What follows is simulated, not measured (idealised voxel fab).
This is a process module. Its name is voxel wiring stack.
Square cell edge 5 nm, section width 200 nm, ID cut.
Reading order for cross-sections: top band down to bottom band. Underlying form: a grid of square cells. Band size: one or more rows of cells. Look at the band entry: it leads with the top's height and the bottom's height in nm. Then it lists the materials left to right, with a width in nm for each. The word "all across" on a single material says that material fills the band edge to edge. The word "air" is empty space. Heights from 0 (as-received wafer is one material below). Bottom band endless downward, as "from 0 down". Width spec "30 to 40" -> top row of cells at first value, bottom row at second value, equal per-row change in between. "changes: none" (step): cross-section cells unchanged, all of them. In "Closed void list" the enclosed voids are listed, meaning empty spaces of 8 cells or larger without any opening to the top. The form is width x height at distance, distance from the left edge, units nm. The remark found on a step's line after its settings is issued by the simulator itself and pertains to that step. The setting "overlay nm" may be written on the line of a step. When the step uses a mask, the value reports how far to the right of the planned place the mask lay, and a negative value reports that it lay to the left.
Below is the list of planned process steps:
| 1 | RECEIVE,material Si |
| 2 | CONFORMAL_DEP,material SiO2,thk nm 15 |
| 3 | DIRECTIONAL_DEP,material TiN,thk nm 5 |
| 4 | DIRECTIONAL_DEP,material Ru,thk nm 10 |
| 5 | MASKED_ETCH,tone cover,mask id METAL_1,width nm 30,pitch nm 60,etch materials Ru,depth nm 15,overlay nm 0 |
| 6 | MASKED_ETCH,tone cover,mask id METAL_1,width nm 30,pitch nm 60,etch materials TiN,depth nm 5,overlay nm 0 |
| 7 | FILL_DEP,material lowk,thk nm 5 |
| 8 | CMP,height nm 35 |
| 9 | CONFORMAL_DEP,material SiCN,thk nm 5 |
| 10 | DIRECTIONAL_DEP,material lowk,thk nm 20 |
| 11 | PATTERN,tone open,mask id PLUG_1,material resist,width nm 15,pitch nm 60,thk nm 15,overlay nm 0 |
| 12 | DIRECTIONAL_ETCH,etch materials lowk,depth nm 20 |
| 13 | DIRECTIONAL_ETCH,etch materials SiCN,depth nm 5 |
| 14 | STRIP,etch materials resist |
| 15 | CONFORMAL_DEP,material TiN,thk nm 5 |
| 16 | FILL_DEP,material Cu,thk nm 5 |
| 17 | CMP,height nm 60 |
| 18 | DIRECTIONAL_DEP,material TiN,thk nm 5 |
| 19 | DIRECTIONAL_DEP,material W,thk nm 15 |
| 20 | PATTERN,tone cover,mask id METAL_2,material resist,width nm 30,pitch nm 60,thk nm 20,overlay nm 0 |
| 21 | DIRECTIONAL_ETCH,etch materials W,depth nm 15 |
| 22 | DIRECTIONAL_ETCH,etch materials TiN,depth nm 5 |
| 23 | STRIP,etch materials resist |
| 24 | CONFORMAL_DEP,material SiCN,thk nm 5 |
| 25 | FILL_DEP,material lowk,thk nm 10 |
| 26 | CMP,height nm 80 |
| 27 | CONFORMAL_DEP,material SiCN,thk nm 5 |
| 28 | DIRECTIONAL_DEP,material SiO2,thk nm 20 |
| 29 | MASKED_ETCH,tone open,mask id PLUG_2,width nm 15,pitch nm 60,etch materials SiO2,depth nm 20,overlay nm 0 |
| 30 | MASKED_ETCH,tone open,mask id PLUG_2,width nm 15,pitch nm 60,etch materials SiCN,depth nm 5,overlay nm 0 |
| 31 | EPI,material Ru,thk nm 10 |
| 32 | EPI,material Ru,thk nm 10 |
| 33 | EPI,material Ru,thk nm 5 |
| 34 | DIRECTIONAL_DEP,material TiN,thk nm 5 |
| 35 | DIRECTIONAL_DEP,material W,thk nm 25 |
| 36 | MASKED_ETCH,tone cover,mask id METAL_3,width nm 30,pitch nm 60,etch materials W,depth nm 25,overlay nm 0 |
| 37 | MASKED_ETCH,tone cover,mask id METAL_3,width nm 30,pitch nm 60,etch materials TiN,depth nm 5,overlay nm 0 |
| 38 | CONFORMAL_DEP,material SiN,thk nm 5 |
| 39 | FILL_DEP,material lowk,thk nm 10 |
| 40 | CMP,height nm 135 |
| 41 | CONFORMAL_DEP,material SiN,thk nm 5 |
For this document, wafers share an identical start and vary in the step 4 thk nm; the plan quotes the first wafer's value.
After step 1, as received: first of several wafers, cross-section:
  from 0 down: Si all across
  Closed void list: none
Take a look at the first of several wafers in cross-section: the module is done, and step 41 was its last step:
  from 140 to 135: SiN all across
  from 135 to 110: 50 lowk  5 SiN  30 W  5 SiN  20 lowk  5 SiN  30 W  5 SiN  50 lowk
  from 110 to 105: 55 SiN  30 TiN  30 SiN  30 TiN  55 SiN
  from 105 to 85: 55 SiO2  15 Ru  45 SiO2  15 Ru  70 SiO2
  from 85 to 80: 55 SiCN  15 Ru  45 SiCN  15 Ru  70 SiCN
  from 80 to 65: 50 lowk  5 SiCN  30 W  5 SiCN  20 lowk  5 SiCN  30 W  5 SiCN  50 lowk
  from 65 to 60: 55 SiCN  30 TiN  30 SiCN  30 TiN  55 SiCN
  from 60 to 40: 55 lowk  5 TiN  5 Cu  5 TiN  45 lowk  5 TiN  5 Cu  5 TiN  70 lowk
  from 40 to 35: 55 SiCN  15 TiN  45 SiCN  15 TiN  70 SiCN
  from 35 to 30: lowk all across
  from 30 to 20: 55 lowk  30 Ru  30 lowk  30 Ru  55 lowk
  from 20 to 15: 55 lowk  30 TiN  30 lowk  30 TiN  55 lowk
  from 15 to 0: SiO2 all across
  from 0 down: Si all across
  Closed void list: none
Sectional view of the last wafer upon completion of the module:
  from 140 to 135: SiN all across
  from 135 to 110: 50 lowk  5 SiN  30 W  5 SiN  20 lowk  5 SiN  30 W  5 SiN  50 lowk
  from 110 to 105: 55 SiN  30 TiN  30 SiN  30 TiN  55 SiN
  from 105 to 85: 55 SiO2  15 Ru  45 SiO2  15 Ru  70 SiO2
  from 85 to 80: 55 SiCN  15 Ru  45 SiCN  15 Ru  70 SiCN
  from 80 to 65: 50 lowk  5 SiCN  30 W  5 SiCN  20 lowk  5 SiCN  30 W  5 SiCN  50 lowk
  from 65 to 60: 55 SiCN  30 TiN  30 SiCN  30 TiN  55 SiCN
  from 60 to 40: 55 lowk  5 TiN  5 Cu  5 TiN  45 lowk  5 TiN  5 Cu  5 TiN  70 lowk
  from 40 to 35: 55 SiCN  15 TiN  45 SiCN  15 TiN  70 SiCN
  from 35 to 20: Ru all across
  from 20 to 15: TiN all across
  from 15 to 0: SiO2 all across
  from 0 down: Si all across
  Closed void list: none
Each row below is a wafer at the end of the module, listing for every material the number of cells it has gained (+) or lost (-) since it was received, followed by its closed voids:
thk nm 10; +8 Cu; +54 Ru; +108 SiCN; +88 SiN; +256 SiO2; +58 TiN; +96 W; +452 lowk; Closed void list: none
thk nm 15; +8 Cu; +66 Ru; +108 SiCN; +88 SiN; +256 SiO2; +58 TiN; +96 W; +440 lowk; Closed void list: none
thk nm 20; +8 Cu; +94 Ru; +108 SiCN; +88 SiN; +256 SiO2; +86 TiN; +96 W; +384 lowk; Closed void list: none
thk nm 25; +8 Cu; +122 Ru; +108 SiCN; +88 SiN; +256 SiO2; +86 TiN; +96 W; +356 lowk; Closed void list: none
thk nm 30; +8 Cu; +150 Ru; +108 SiCN; +88 SiN; +256 SiO2; +86 TiN; +96 W; +328 lowk; Closed void list: none
